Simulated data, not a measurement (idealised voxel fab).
You're looking at the process module voxel transistor to metal.
We display cut, a cross-section 185 nm in width whose square cells are each 5 nm.
Think of the cross-section as a grid of square cells. We describe it in bands, top to bottom, and each band covers one or more rows of those cells.
Top, bottom (nm), then materials left to right with widths (nm); lone material tagged "throughout" fills the whole band edge to edge; "empty" = empty space.
All heights in this document are referenced to 0, defined as the level beneath which the wafer, as received, consists entirely of one material. The lowest band is not bounded below; it extends indefinitely downward and is written in the form "0 down".
Read "30 to 40" as a graded width: first number on top, second number at the bottom, same change between each pair of neighbouring rows.
It should be understood that the words "all unchanged", when stated for a given step, signify that the cross-section underwent no change in any of its cells during that step.
Listed in "Non-vented voids": every empty space of 8 or more cells without an open way to the top. Form: width x height at distance, the distance being from the left edge, all in nm.
Step line, after settings: the simulator's comment on this step.
The "overlay nm" setting may appear on a step's line; for a step that uses a mask, it gives how far to the right of its planned position the mask lay, and a negative value indicates the left.
How should the pairs below be read? Each gives the cross-section before one process step and the cross-section after it, the latter drawn only to the lowest band that changed; the step that lies between them, with its settings, appears under the pair. Does a pair pick up where the pair above left off? Only where its entry headed "Pre-process" says so, since pairs can come from different runs of this module on the same starting wafer.
# Pre-process
	0 down | Si throughout
	Non-vented voids: none
# Post-Process View
	0 to -5 | SiO2 throughout
	Beneath the level -5, the cross-section is identical to its previous state.
	Non-vented voids: none
Relating the two cross-sections above, the step in between is OXIDIZE (depth nm 5)
Pre-process: The pre-step condition corresponds to the post-step cross-section depicted in the pair directly above.
# Post-Process View
	10 to 0 | SiN throughout
	Beneath the level 0, the cross-section is identical to its previous state.
	Non-vented voids: none
Relating the two cross-sections above, the step in between is CONFORMAL_DEP (material SiN; thk nm 10)
Pre-process: The pre-step condition corresponds to the post-step cross-section depicted in the pair directly above.
# Post-Process View
	20 to 10 | aC throughout
	Beneath the level 10, the cross-section is identical to its previous state.
	Non-vented voids: none
Relating the two cross-sections above, the step in between is DIRECTIONAL_DEP (material aC; thk nm 10)
Pre-process: The pre-step condition corresponds to the post-step cross-section depicted in the pair directly above.
# Post-Process View
	45 to 20 | 40 of empty | 105 of resist | 40 of empty
	Beneath the level 20, the cross-section is identical to its previous state.
	Non-vented voids: none
Relating the two cross-sections above, the step in between is PATTERN (tone cover; mask id ACTIVE; material resist; width nm 105; thk nm 25; overlay nm 0)
Pre-process: The pre-step condition corresponds to the post-step cross-section depicted in the pair directly above.
# Post-Process View
	35 to 20 | 40 of empty | 105 of resist | 40 of empty
	20 to 10 | 40 of empty | 105 of aC | 40 of empty
	Beneath the level 10, the cross-section is identical to its previous state.
	Non-vented voids: none
Relating the two cross-sections above, the step in between is DIRECTIONAL_ETCH (etch materials aC; depth nm 10)
Pre-process: The pre-step condition corresponds to the post-step cross-section depicted in the pair directly above.
# Post-Process View
	20 to 10 | 40 of empty | 105 of aC | 40 of empty
	Beneath the level 10, the cross-section is identical to its previous state.
	Non-vented voids: none
Relating the two cross-sections above, the step in between is STRIP (etch materials resist)
Pre-process: The pre-step condition corresponds to the post-step cross-section depicted in the pair directly above.
# Post-Process View
	20 to 10 | 40 of empty | 105 of aC | 40 of empty
	10 to 0 | 40 of empty | 105 of SiN | 40 of empty
	Beneath the level 0, the cross-section is identical to its previous state.
	Non-vented voids: none
Relating the two cross-sections above, the step in between is DIRECTIONAL_ETCH (etch materials SiN; depth nm 10)
Pre-process: The pre-step condition corresponds to the post-step cross-section depicted in the pair directly above.
# Post-Process View
	20 to 10 | 40 of empty | 105 of aC | 40 of empty
	10 to 0 | 40 of empty | 105 of SiN | 40 of empty
	0 to -5 | 40 of empty | 105 of SiO2 | 40 of empty
	Beneath the level -5, the cross-section is identical to its previous state.
	Non-vented voids: none
Relating the two cross-sections above, the step in between is DIRECTIONAL_ETCH (etch materials SiO2; depth nm 5)
Pre-process: The pre-step condition corresponds to the post-step cross-section depicted in the pair directly above.
# Post-Process View
	20 to 10 | 40 of empty | 105 of aC | 40 of empty
	10 to 0 | 40 of empty | 105 of SiN | 40 of empty
	0 to -5 | 40 of empty | 105 of SiO2 | 40 of empty
	-5 to -40 | 40 of empty | 105 of Si | 40 of empty
	Beneath the level -40, the cross-section is identical to its previous state.
	Non-vented voids: none
Relating the two cross-sections above, the step in between is DIRECTIONAL_ETCH (etch materials Si; depth nm 35)
Pre-process: The pre-step condition corresponds to the post-step cross-section depicted in the pair directly above.
# Post-Process View
	10 to 0 | 40 of empty | 105 of SiN | 40 of empty
	Beneath the level 0, the cross-section is identical to its previous state.
	Non-vented voids: none
Relating the two cross-sections above, the step in between is STRIP (etch materials aC)
Pre-process: The pre-step condition corresponds to the post-step cross-section depicted in the pair directly above.
# Post-Process View
	10 to 0 | 40 of empty | 105 of SiN | 40 of empty
	0 to -5 | 40 of empty | 105 of SiO2 | 40 of empty
	-5 to -40 | 40 of empty | 5 of SiO2 | 95 of Si | 5 of SiO2 | 40 of empty
	-40 to -45 | 45 of SiO2 | 95 of Si | 45 of SiO2
	Beneath the level -45, the cross-section is identical to its previous state.
	Non-vented voids: none
Relating the two cross-sections above, the step in between is OXIDIZE (depth nm 5)
Pre-process: The pre-step condition corresponds to the post-step cross-section depicted in the pair directly above.
# Post-Process View
	15 to 10 | SiO2 throughout
	10 to 0 | 40 of SiO2 | 105 of SiN | 40 of SiO2
	0 to -5 | SiO2 throughout
	-5 to -45 | 45 of SiO2 | 95 of Si | 45 of SiO2
	Beneath the level -45, the cross-section is identical to its previous state.
	Non-vented voids: none
Relating the two cross-sections above, the step in between is FILL_DEP (material SiO2; thk nm 5)
Pre-process: The pre-step condition corresponds to the post-step cross-section depicted in the pair directly above.
# Post-Process View
	10 to 0 | 40 of SiO2 | 105 of SiN | 40 of SiO2
	Beneath the level 0, the cross-section is identical to its previous state.
	Non-vented voids: none
Relating the two cross-sections above, the step in between is CMP (height nm 10)
Pre-process: The pre-step condition corresponds to the post-step cross-section depicted in the pair directly above.
# Post-Process View
	10 to 5 | 40 of empty | 105 of SiN | 40 of empty
	Beneath the level 5, the cross-section is identical to its previous state.
	Non-vented voids: none
Relating the two cross-sections above, the step in between is SELECTIVE_ETCH (etch materials SiO2; depth nm 5)
Pre-process: The pre-step condition corresponds to the post-step cross-section depicted in the pair directly above.
# Post-Process View
	5 to 0 | 40 of SiO2 | 105 of empty | 40 of SiO2
	Beneath the level 0, the cross-section is identical to its previous state.
	Non-vented voids: none
Relating the two cross-sections above, the step in between is STRIP (etch materials SiN)
Pre-process: The pre-step condition corresponds to the post-step cross-section depicted in the pair directly above.
# Post-Process View
	0 to -5 | 35 of SiO2 | 115 of empty | 35 of SiO2
	Beneath the level -5, the cross-section is identical to its previous state.
	Non-vented voids: none
Relating the two cross-sections above, the step in between is SELECTIVE_ETCH (etch materials SiO2; depth nm 5)
Pre-process: The pre-step condition corresponds to the post-step cross-section depicted in the pair directly above.
# Post-Process View
	0 to -5 | 35 of SiO2 | 115 of empty | 35 of SiO2
	-5 to -10 | SiO2 throughout
	Beneath the level -10, the cross-section is identical to its previous state.
	Non-vented voids: none
Relating the two cross-sections above, the step in between is OXIDIZE (depth nm 5)
Pre-process: The pre-step condition corresponds to the post-step cross-section depicted in the pair directly above.
# Post-Process View
	30 to 25 | 35 of polySi | 115 of empty | 35 of polySi
	25 to 0 | polySi throughout
	0 to -5 | 35 of SiO2 | 115 of polySi | 35 of SiO2
	Beneath the level -5, the cross-section is identical to its previous state.
	Non-vented voids: none
Relating the two cross-sections above, the step in between is DIRECTIONAL_DEP (material polySi; thk nm 30)
Pre-process: The pre-step condition corresponds to the post-step cross-section depicted in the pair directly above.
# Post-Process View
	40 to 35 | 35 of SiCN | 115 of empty | 35 of SiCN
	35 to 30 | SiCN throughout
	30 to 25 | 35 of polySi | 115 of SiCN | 35 of polySi
	Beneath the level 25, the cross-section is identical to its previous state.
	Non-vented voids: none
Relating the two cross-sections above, the step in between is DIRECTIONAL_DEP (material SiCN; thk nm 10)
Pre-process: The pre-step condition corresponds to the post-step cross-section depicted in the pair directly above.
# Post-Process View
	60 to 40 | 80 of empty | 25 of resist | 80 of empty
	40 to 35 | 35 of SiCN | 45 of empty | 25 of resist | 45 of empty | 35 of SiCN
	Beneath the level 35, the cross-section is identical to its previous state.
	Non-vented voids: none
Relating the two cross-sections above, the step in between is PATTERN (tone cover; mask id GATE; material resist; width nm 25; thk nm 20; overlay nm 0)
Pre-process: The pre-step condition corresponds to the post-step cross-section depicted in the pair directly above.
# Post-Process View
	60 to 35 | 80 of empty | 25 of resist | 80 of empty
	35 to 30 | 80 of empty | 25 of SiCN | 80 of empty
	30 to 25 | 35 of polySi | 45 of empty | 25 of SiCN | 45 of empty | 35 of polySi
	Beneath the level 25, the cross-section is identical to its previous state.
	Non-vented voids: none
Relating the two cross-sections above, the step in between is DIRECTIONAL_ETCH (etch materials SiCN; depth nm 20)
Pre-process: The pre-step condition corresponds to the post-step cross-section depicted in the pair directly above.
# Post-Process View
	60 to 35 | 80 of empty | 25 of resist | 80 of empty
	35 to 25 | 80 of empty | 25 of SiCN | 80 of empty
	25 to 0 | 80 of empty | 25 of polySi | 80 of empty
	0 to -5 | 35 of SiO2 | 45 of empty | 25 of polySi | 45 of empty | 35 of SiO2
	Beneath the level -5, the cross-section is identical to its previous state.
	Non-vented voids: none
Relating the two cross-sections above, the step in between is DIRECTIONAL_ETCH (etch materials polySi; depth nm 40)
Pre-process: The pre-step condition corresponds to the post-step cross-section depicted in the pair directly above.
# Post-Process View
	35 to 25 | 80 of empty | 25 of SiCN | 80 of empty
	Beneath the level 25, the cross-section is identical to its previous state.
	Non-vented voids: none
Relating the two cross-sections above, the step in between is STRIP (etch materials resist)
Pre-process: The pre-step condition corresponds to the post-step cross-section depicted in the pair directly above.
# Post-Process View
	40 to 35 | 75 of empty | 35 of SiO2 | 75 of empty
	35 to 25 | 75 of empty | 5 of SiO2 | 25 of SiCN | 5 of SiO2 | 75 of empty
	25 to 5 | 75 of empty | 5 of SiO2 | 25 of polySi | 5 of SiO2 | 75 of empty
	5 to 0 | 40 of SiO2 | 35 of empty | 5 of SiO2 | 25 of polySi | 5 of SiO2 | 35 of empty | 40 of SiO2
	0 to -5 | 80 of SiO2 | 25 of polySi | 80 of SiO2
	Beneath the level -5, the cross-section is identical to its previous state.
	Non-vented voids: none
Relating the two cross-sections above, the step in between is CONFORMAL_DEP (material SiO2; thk nm 5)
Pre-process: The pre-step condition corresponds to the post-step cross-section depicted in the pair directly above.
# Post-Process View
	35 to 25 | 75 of empty | 5 of SiO2 | 25 of SiCN | 5 of SiO2 | 75 of empty
	25 to 0 | 75 of empty | 5 of SiO2 | 25 of polySi | 5 of SiO2 | 75 of empty
	0 to -5 | 40 of SiO2 | 35 of empty | 5 of SiO2 | 25 of polySi | 5 of SiO2 | 35 of empty | 40 of SiO2
	Beneath the level -5, the cross-section is identical to its previous state.
	Non-vented voids: none
Relating the two cross-sections above, the step in between is DIRECTIONAL_ETCH (etch materials SiO2; depth nm 5)
Pre-process: The pre-step condition corresponds to the post-step cross-section depicted in the pair directly above.
# Post-Process View
	40 to 35 | 70 of empty | 45 of SiN | 70 of empty
	35 to 25 | 70 of empty | 5 of SiN | 5 of SiO2 | 25 of SiCN | 5 of SiO2 | 5 of SiN | 70 of empty
	25 to 5 | 70 of empty | 5 of SiN | 5 of SiO2 | 25 of polySi | 5 of SiO2 | 5 of SiN | 70 of empty
	5 to 0 | 45 of SiN | 25 of empty | 5 of SiN | 5 of SiO2 | 25 of polySi | 5 of SiO2 | 5 of SiN | 25 of empty | 45 of SiN
	0 to -5 | 40 of SiO2 | 35 of SiN | 5 of SiO2 | 25 of polySi | 5 of SiO2 | 35 of SiN | 40 of SiO2
	Beneath the level -5, the cross-section is identical to its previous state.
	Non-vented voids: none
Relating the two cross-sections above, the step in between is CONFORMAL_DEP (material SiN; thk nm 5)
Pre-process: The pre-step condition corresponds to the post-step cross-section depicted in the pair directly above.
# Post-Process View
	35 to 25 | 70 of empty | 5 of SiN | 5 of SiO2 | 25 of SiCN | 5 of SiO2 | 5 of SiN | 70 of empty
	25 to 0 | 70 of empty | 5 of SiN | 5 of SiO2 | 25 of polySi | 5 of SiO2 | 5 of SiN | 70 of empty
	0 to -5 | 40 of SiO2 | 5 of SiN | 25 of empty | 5 of SiN | 5 of SiO2 | 25 of polySi | 5 of SiO2 | 5 of SiN | 25 of empty | 5 of SiN | 40 of SiO2
	Beneath the level -5, the cross-section is identical to its previous state.
	Non-vented voids: none
Relating the two cross-sections above, the step in between is DIRECTIONAL_ETCH (etch materials SiN; depth nm 5)
Pre-process: The pre-step condition corresponds to the post-step cross-section depicted in the pair directly above.
# Post-Process View
	35 to 30 | 70 of empty | 5 of SiN | 5 of empty | 25 of SiCN | 5 of empty | 5 of SiN | 70 of empty
	30 to 25 | 70 of empty | 5 of SiN | 5 of SiO2 | 25 of SiCN | 5 of SiO2 | 5 of SiN | 70 of empty
	25 to 0 | 70 of empty | 5 of SiN | 5 of SiO2 | 25 of polySi | 5 of SiO2 | 5 of SiN | 70 of empty
	0 to -5 | 40 of empty | 5 of SiN | 25 of empty | 5 of SiN | 5 of SiO2 | 25 of polySi | 5 of SiO2 | 5 of SiN | 25 of empty | 5 of SiN | 40 of empty
	-5 to -10 | 45 of SiO2 | 25 of empty | 45 of SiO2 | 25 of empty | 45 of SiO2
	Beneath the level -10, the cross-section is identical to its previous state.
	Non-vented voids: none
Relating the two cross-sections above, the step in between is DIRECTIONAL_ETCH (etch materials SiO2; depth nm 5)
Pre-process: The pre-step condition corresponds to the post-step cross-section depicted in the pair directly above.
# Post-Process View
	35 to 30 | 70 of empty | 5 of SiN | 5 of empty | 25 of SiCN | 5 of empty | 5 of SiN | 70 of empty
	30 to 25 | 70 of empty | 5 of SiN | 5 of SiO2 | 25 of SiCN | 5 of SiO2 | 5 of SiN | 70 of empty
	25 to 0 | 70 of empty | 5 of SiN | 5 of SiO2 | 25 of polySi | 5 of SiO2 | 5 of SiN | 70 of empty
	0 to -5 | 40 of empty | 5 of SiN | 25 of empty | 5 of SiN | 5 of SiO2 | 25 of polySi | 5 of SiO2 | 5 of SiN | 25 of empty | 5 of SiN | 40 of empty
	-5 to -10 | 45 of SiO2 | 25 of empty | 45 of SiO2 | 25 of empty | 45 of SiO2
	-10 to -20 | 45 of SiO2 | 25 of empty | 45 of Si | 25 of empty | 45 of SiO2
	Beneath the level -20, the cross-section is identical to its previous state.
	Non-vented voids: none
Relating the two cross-sections above, the step in between is DIRECTIONAL_ETCH (etch materials Si; depth nm 10)
Pre-process: The pre-step condition corresponds to the post-step cross-section depicted in the pair directly above.
# Post-Process View
	35 to 30 | 70 of empty | 5 of SiN | 5 of empty | 25 of SiCN | 5 of empty | 5 of SiN | 70 of empty
	30 to 25 | 70 of empty | 5 of SiN | 5 of SiO2 | 25 of SiCN | 5 of SiO2 | 5 of SiN | 70 of empty
	25 to 0 | 70 of empty | 5 of SiN | 5 of SiO2 | 25 of polySi | 5 of SiO2 | 5 of SiN | 70 of empty
	0 to -5 | 40 of empty | 5 of SiN | 15 of empty | 10 of nSi | 5 of SiN | 5 of SiO2 | 25 of polySi | 5 of SiO2 | 5 of SiN | 10 of nSi | 15 of empty | 5 of SiN | 40 of empty
	-5 to -10 | 45 of SiO2 | 15 of empty | 10 of nSi | 45 of SiO2 | 10 of nSi | 15 of empty | 45 of SiO2
	-10 to -20 | 45 of SiO2 | 25 of nSi | 45 of Si | 25 of nSi | 45 of SiO2
	Beneath the level -20, the cross-section is identical to its previous state.
	Non-vented voids: none
Relating the two cross-sections above, the step in between is EPI (material nSi; thk nm 10)
Pre-process: The pre-step condition corresponds to the post-step cross-section depicted in the pair directly above.
# Post-Process View
	45 to 35 | SiO2 throughout
	35 to 25 | 70 of SiO2 | 5 of SiN | 5 of SiO2 | 25 of SiCN | 5 of SiO2 | 5 of SiN | 70 of SiO2
	25 to 0 | 70 of SiO2 | 5 of SiN | 5 of SiO2 | 25 of polySi | 5 of SiO2 | 5 of SiN | 70 of SiO2
	0 to -5 | 40 of SiO2 | 5 of SiN | 15 of SiO2 | 10 of nSi | 5 of SiN | 5 of SiO2 | 25 of polySi | 5 of SiO2 | 5 of SiN | 10 of nSi | 15 of SiO2 | 5 of SiN | 40 of SiO2
	-5 to -10 | 60 of SiO2 | 10 of nSi | 45 of SiO2 | 10 of nSi | 60 of SiO2
	Beneath the level -10, the cross-section is identical to its previous state.
	Non-vented voids: none
Relating the two cross-sections above, the step in between is FILL_DEP (material SiO2; thk nm 10)
Pre-process: The pre-step condition corresponds to the post-step cross-section depicted in the pair directly above.
# Post-Process View
	35 to 25 | 70 of SiO2 | 5 of SiN | 5 of SiO2 | 25 of SiCN | 5 of SiO2 | 5 of SiN | 70 of SiO2
	Beneath the level 25, the cross-section is identical to its previous state.
	Non-vented voids: none
Relating the two cross-sections above, the step in between is CMP (height nm 35)
Pre-process: The pre-step condition corresponds to the post-step cross-section depicted in the pair directly above.
# Post-Process View
	50 to 35 | SiO2 throughout
	Beneath the level 35, the cross-section is identical to its previous state.
	Non-vented voids: none
Relating the two cross-sections above, the step in between is DIRECTIONAL_DEP (material SiO2; thk nm 15)
Pre-process: The pre-step condition corresponds to the post-step cross-section depicted in the pair directly above.
# Post-Process View
	65 to 50 | 45 of resist | 20 of empty | 55 of resist | 20 of empty | 45 of resist
	Beneath the level 50, the cross-section is identical to its previous state.
	Non-vented voids: none
Relating the two cross-sections above, the step in between is PATTERN (tone open; mask id CONTACT; material resist; width nm 20; pitch nm 75; thk nm 15; overlay nm 0)
Pre-process: The pre-step condition corresponds to the post-step cross-section depicted in the pair directly above.
# Post-Process View
	65 to 50 | 45 of resist | 20 of empty | 55 of resist | 20 of empty | 45 of resist
	50 to 35 | 45 of SiO2 | 20 of empty | 55 of SiO2 | 20 of empty | 45 of SiO2
	35 to 25 | 45 of SiO2 | 20 of empty | 5 of SiO2 | 5 of SiN | 5 of SiO2 | 25 of SiCN | 5 of SiO2 | 5 of SiN | 5 of SiO2 | 20 of empty | 45 of SiO2
	25 to 0 | 45 of SiO2 | 20 of empty | 5 of SiO2 | 5 of SiN | 5 of SiO2 | 25 of polySi | 5 of SiO2 | 5 of SiN | 5 of SiO2 | 20 of empty | 45 of SiO2
	0 to -5 | 40 of SiO2 | 5 of SiN | 15 of empty | 10 of nSi | 5 of SiN | 5 of SiO2 | 25 of polySi | 5 of SiO2 | 5 of SiN | 10 of nSi | 15 of empty | 5 of SiN | 40 of SiO2
	-5 to -10 | 45 of SiO2 | 15 of empty | 10 of nSi | 45 of SiO2 | 10 of nSi | 15 of empty | 45 of SiO2
	Beneath the level -10, the cross-section is identical to its previous state.
	Non-vented voids: none
Relating the two cross-sections above, the step in between is DIRECTIONAL_ETCH (etch materials SiO2; depth nm 60)
Pre-process: The pre-step condition corresponds to the post-step cross-section depicted in the pair directly above.
# Post-Process View
	50 to 35 | 45 of SiO2 | 20 of empty | 55 of SiO2 | 20 of empty | 45 of SiO2
	Beneath the level 35, the cross-section is identical to its previous state.
	Non-vented voids: none
Relating the two cross-sections above, the step in between is STRIP (etch materials resist)
Pre-process: The pre-step condition corresponds to the post-step cross-section depicted in the pair directly above.
# Post-Process View
	55 to 50 | 50 of TiN | 10 of empty | 65 of TiN | 10 of empty | 50 of TiN
	50 to 35 | 45 of SiO2 | 5 of TiN | 10 of empty | 5 of TiN | 55 of SiO2 | 5 of TiN | 10 of empty | 5 of TiN | 45 of SiO2
	35 to 25 | 45 of SiO2 | 5 of TiN | 10 of empty | 5 of TiN | 5 of SiO2 | 5 of SiN | 5 of SiO2 | 25 of SiCN | 5 of SiO2 | 5 of SiN | 5 of SiO2 | 5 of TiN | 10 of empty | 5 of TiN | 45 of SiO2
	25 to 5 | 45 of SiO2 | 5 of TiN | 10 of empty | 5 of TiN | 5 of SiO2 | 5 of SiN | 5 of SiO2 | 25 of polySi | 5 of SiO2 | 5 of SiN | 5 of SiO2 | 5 of TiN | 10 of empty | 5 of TiN | 45 of SiO2
	5 to 0 | 45 of SiO2 | 5 of TiN | 5 of empty | 10 of TiN | 5 of SiO2 | 5 of SiN | 5 of SiO2 | 25 of polySi | 5 of SiO2 | 5 of SiN | 5 of SiO2 | 10 of TiN | 5 of empty | 5 of TiN | 45 of SiO2
	0 to -5 | 40 of SiO2 | 5 of SiN | 5 of TiN | 5 of empty | 5 of TiN | 10 of nSi | 5 of SiN | 5 of SiO2 | 25 of polySi | 5 of SiO2 | 5 of SiN | 10 of nSi | 5 of TiN | 5 of empty | 5 of TiN | 5 of SiN | 40 of SiO2
	-5 to -10 | 45 of SiO2 | 15 of TiN | 10 of nSi | 45 of SiO2 | 10 of nSi | 15 of TiN | 45 of SiO2
	Beneath the level -10, the cross-section is identical to its previous state.
	Non-vented voids: none
Relating the two cross-sections above, the step in between is CONFORMAL_DEP (material TiN; thk nm 5)
Pre-process: The pre-step condition corresponds to the post-step cross-section depicted in the pair directly above.
# Post-Process View
	60 to 55 | Ru throughout
	55 to 50 | 50 of TiN | 10 of Ru | 65 of TiN | 10 of Ru | 50 of TiN
	50 to 35 | 45 of SiO2 | 5 of TiN | 10 of Ru | 5 of TiN | 55 of SiO2 | 5 of TiN | 10 of Ru | 5 of TiN | 45 of SiO2
	35 to 25 | 45 of SiO2 | 5 of TiN | 10 of Ru | 5 of TiN | 5 of SiO2 | 5 of SiN | 5 of SiO2 | 25 of SiCN | 5 of SiO2 | 5 of SiN | 5 of SiO2 | 5 of TiN | 10 of Ru | 5 of TiN | 45 of SiO2
	25 to 5 | 45 of SiO2 | 5 of TiN | 10 of Ru | 5 of TiN | 5 of SiO2 | 5 of SiN | 5 of SiO2 | 25 of polySi | 5 of SiO2 | 5 of SiN | 5 of SiO2 | 5 of TiN | 10 of Ru | 5 of TiN | 45 of SiO2
	5 to 0 | 45 of SiO2 | 5 of TiN | 5 of Ru | 10 of TiN | 5 of SiO2 | 5 of SiN | 5 of SiO2 | 25 of polySi | 5 of SiO2 | 5 of SiN | 5 of SiO2 | 10 of TiN | 5 of Ru | 5 of TiN | 45 of SiO2
	0 to -5 | 40 of SiO2 | 5 of SiN | 5 of TiN | 5 of Ru | 5 of TiN | 10 of nSi | 5 of SiN | 5 of SiO2 | 25 of polySi | 5 of SiO2 | 5 of SiN | 10 of nSi | 5 of TiN | 5 of Ru | 5 of TiN | 5 of SiN | 40 of SiO2
	Beneath the level -5, the cross-section is identical to its previous state.
	Non-vented voids: none
Relating the two cross-sections above, the step in between is FILL_DEP (material Ru; thk nm 5)
Pre-process: The pre-step condition corresponds to the post-step cross-section depicted in the pair directly above.
# Post-Process View
	50 to 35 | 45 of SiO2 | 5 of TiN | 10 of Ru | 5 of TiN | 55 of SiO2 | 5 of TiN | 10 of Ru | 5 of TiN | 45 of SiO2
	Beneath the level 35, the cross-section is identical to its previous state.
	Non-vented voids: none
Relating the two cross-sections above, the step in between is CMP (height nm 50)
Pre-process: The pre-step condition corresponds to the post-step cross-section depicted in the pair directly above.
# Post-Process View
	55 to 50 | TiN throughout
	Beneath the level 50, the cross-section is identical to its previous state.
	Non-vented voids: none
Relating the two cross-sections above, the step in between is DIRECTIONAL_DEP (material TiN; thk nm 5)
Pre-process: The pre-step condition corresponds to the post-step cross-section depicted in the pair directly above.
# Post-Process View
	70 to 55 | W throughout
	Beneath the level 55, the cross-section is identical to its previous state.
	Non-vented voids: none
Relating the two cross-sections above, the step in between is DIRECTIONAL_DEP (material W; thk nm 15)
Pre-process: The pre-step condition corresponds to the post-step cross-section depicted in the pair directly above.
# Post-Process View
	85 to 70 | aC throughout
	Beneath the level 70, the cross-section is identical to its previous state.
	Non-vented voids: none
Relating the two cross-sections above, the step in between is DIRECTIONAL_DEP (material aC; thk nm 15)
Pre-process: The pre-step condition corresponds to the post-step cross-section depicted in the pair directly above.
# Post-Process View
	120 to 85 | 45 of empty | 20 of resist | 55 of empty | 20 of resist | 45 of empty
	Beneath the level 85, the cross-section is identical to its previous state.
	Non-vented voids: none
Relating the two cross-sections above, the step in between is PATTERN (tone cover; mask id METAL_1; material resist; width nm 20; pitch nm 75; thk nm 35; overlay nm 0)
Pre-process: The pre-step condition corresponds to the post-step cross-section depicted in the pair directly above.
# Post-Process View
	105 to 85 | 45 of empty | 20 of resist | 55 of empty | 20 of resist | 45 of empty
	85 to 70 | 45 of empty | 20 of aC | 55 of empty | 20 of aC | 45 of empty
	Beneath the level 70, the cross-section is identical to its previous state.
	Non-vented voids: none
Relating the two cross-sections above, the step in between is DIRECTIONAL_ETCH (etch materials aC; depth nm 15)
Pre-process: The pre-step condition corresponds to the post-step cross-section depicted in the pair directly above.
# Post-Process View
	85 to 70 | 45 of empty | 20 of aC | 55 of empty | 20 of aC | 45 of empty
	Beneath the level 70, the cross-section is identical to its previous state.
	Non-vented voids: none
Relating the two cross-sections above, the step in between is STRIP (etch materials resist)
Pre-process: The pre-step condition corresponds to the post-step cross-section depicted in the pair directly above.
# Post-Process View
	85 to 70 | 45 of empty | 20 of aC | 55 of empty | 20 of aC | 45 of empty
	70 to 55 | 45 of empty | 20 of W | 55 of empty | 20 of W | 45 of empty
	Beneath the level 55, the cross-section is identical to its previous state.
	Non-vented voids: none
Relating the two cross-sections above, the step in between is DIRECTIONAL_ETCH (etch materials W; depth nm 15)
Pre-process: The pre-step condition corresponds to the post-step cross-section depicted in the pair directly above.
# Post-Process View
	85 to 70 | 45 of empty | 20 of aC | 55 of empty | 20 of aC | 45 of empty
	70 to 55 | 45 of empty | 20 of W | 55 of empty | 20 of W | 45 of empty
	55 to 50 | 45 of empty | 20 of TiN | 55 of empty | 20 of TiN | 45 of empty
	Beneath the level 50, the cross-section is identical to its previous state.
	Non-vented voids: none
Relating the two cross-sections above, the step in between is DIRECTIONAL_ETCH (etch materials TiN; depth nm 5)
Pre-process: The pre-step condition corresponds to the post-step cross-section depicted in the pair directly above.
# Post-Process View
	70 to 55 | 45 of empty | 20 of W | 55 of empty | 20 of W | 45 of empty
	Beneath the level 55, the cross-section is identical to its previous state.
	Non-vented voids: none
Relating the two cross-sections above, the step in between is STRIP (etch materials aC)
Pre-process: The pre-step condition corresponds to the post-step cross-section depicted in the pair directly above.
# Post-Process View
	75 to 70 | 40 of empty | 30 of SiN | 45 of empty | 30 of SiN | 40 of empty
	70 to 55 | 40 of empty | 5 of SiN | 20 of W | 5 of SiN | 45 of empty | 5 of SiN | 20 of W | 5 of SiN | 40 of empty
	55 to 50 | 45 of SiN | 20 of TiN | 55 of SiN | 20 of TiN | 45 of SiN
	Beneath the level 50, the cross-section is identical to its previous state.
	Non-vented voids: none
Relating the two cross-sections above, the step in between is CONFORMAL_DEP (material SiN; thk nm 5)
Pre-process: The pre-step condition corresponds to the post-step cross-section depicted in the pair directly above.
# Post-Process View
	85 to 75 | lowk throughout
	75 to 70 | 40 of lowk | 30 of SiN | 45 of lowk | 30 of SiN | 40 of lowk
	70 to 55 | 40 of lowk | 5 of SiN | 20 of W | 5 of SiN | 45 of lowk | 5 of SiN | 20 of W | 5 of SiN | 40 of lowk
	Beneath the level 55, the cross-section is identical to its previous state.
	Non-vented voids: none
Relating the two cross-sections above, the step in between is FILL_DEP (material lowk; thk nm 10)
Pre-process: The pre-step condition corresponds to the post-step cross-section depicted in the pair directly above.
# Post-Process View
	70 to 55 | 40 of lowk | 5 of SiN | 20 of W | 5 of SiN | 45 of lowk | 5 of SiN | 20 of W | 5 of SiN | 40 of lowk
	Beneath the level 55, the cross-section is identical to its previous state.
	Non-vented voids: none
Relating the two cross-sections above, the step in between is CMP (height nm 70)
Pre-process: The pre-step condition corresponds to the post-step cross-section depicted in the pair directly above.
# Post-Process View
	75 to 70 | SiCN throughout
	Beneath the level 70, the cross-section is identical to its previous state.
	Non-vented voids: none
Relating the two cross-sections above, the step in between is CONFORMAL_DEP (material SiCN; thk nm 5)
Pre-process: The pre-step condition corresponds to the post-step cross-section depicted in the pair directly above.
# Post-Process View
	110 to 75 | SiO2 throughout
	Beneath the level 75, the cross-section is identical to its previous state.
	Non-vented voids: none
Relating the two cross-sections above, the step in between is DIRECTIONAL_DEP (material SiO2; thk nm 35)
Pre-process: The pre-step condition corresponds to the post-step cross-section depicted in the pair directly above.
# Post-Process View
	110 to 90 | 45 of SiO2 | 20 of empty | 55 of SiO2 | 20 of empty | 45 of SiO2
	Beneath the level 90, the cross-section is identical to its previous state.
	Non-vented voids: none
Relating the two cross-sections above, the step in between is MASKED_ETCH (tone open; mask id METAL_2; width nm 20; pitch nm 75; etch materials SiO2; depth nm 20; overlay nm 0)
Pre-process: The pre-step condition corresponds to the post-step cross-section depicted in the pair directly above.
# Post-Process View
	110 to 90 | 45 of SiO2 | 20 of empty | 55 of SiO2 | 20 of empty | 45 of SiO2
	90 to 75 | 45 of SiO2 | 15 of empty | 60 of SiO2 | 15 of empty | 50 of SiO2
	Beneath the level 75, the cross-section is identical to its previous state.
	Non-vented voids: none
Relating the two cross-sections above, the step in between is MASKED_ETCH (tone open; mask id METAL_2_HOLES; width nm 15; pitch nm 75; etch materials SiO2; depth nm 15; overlay nm 0)
Pre-process: The pre-step condition corresponds to the post-step cross-section depicted in the pair directly above.
# Post-Process View
	110 to 90 | 45 of SiO2 | 20 of empty | 55 of SiO2 | 20 of empty | 45 of SiO2
	90 to 75 | 45 of SiO2 | 15 of empty | 60 of SiO2 | 15 of empty | 50 of SiO2
	75 to 70 | 45 of SiCN | 15 of empty | 60 of SiCN | 15 of empty | 50 of SiCN
	Beneath the level 70, the cross-section is identical to its previous state.
	Non-vented voids: none
Relating the two cross-sections above, the step in between is MASKED_ETCH (tone open; mask id METAL_2_HOLES; width nm 15; pitch nm 75; etch materials SiCN; depth nm 5; overlay nm 0)
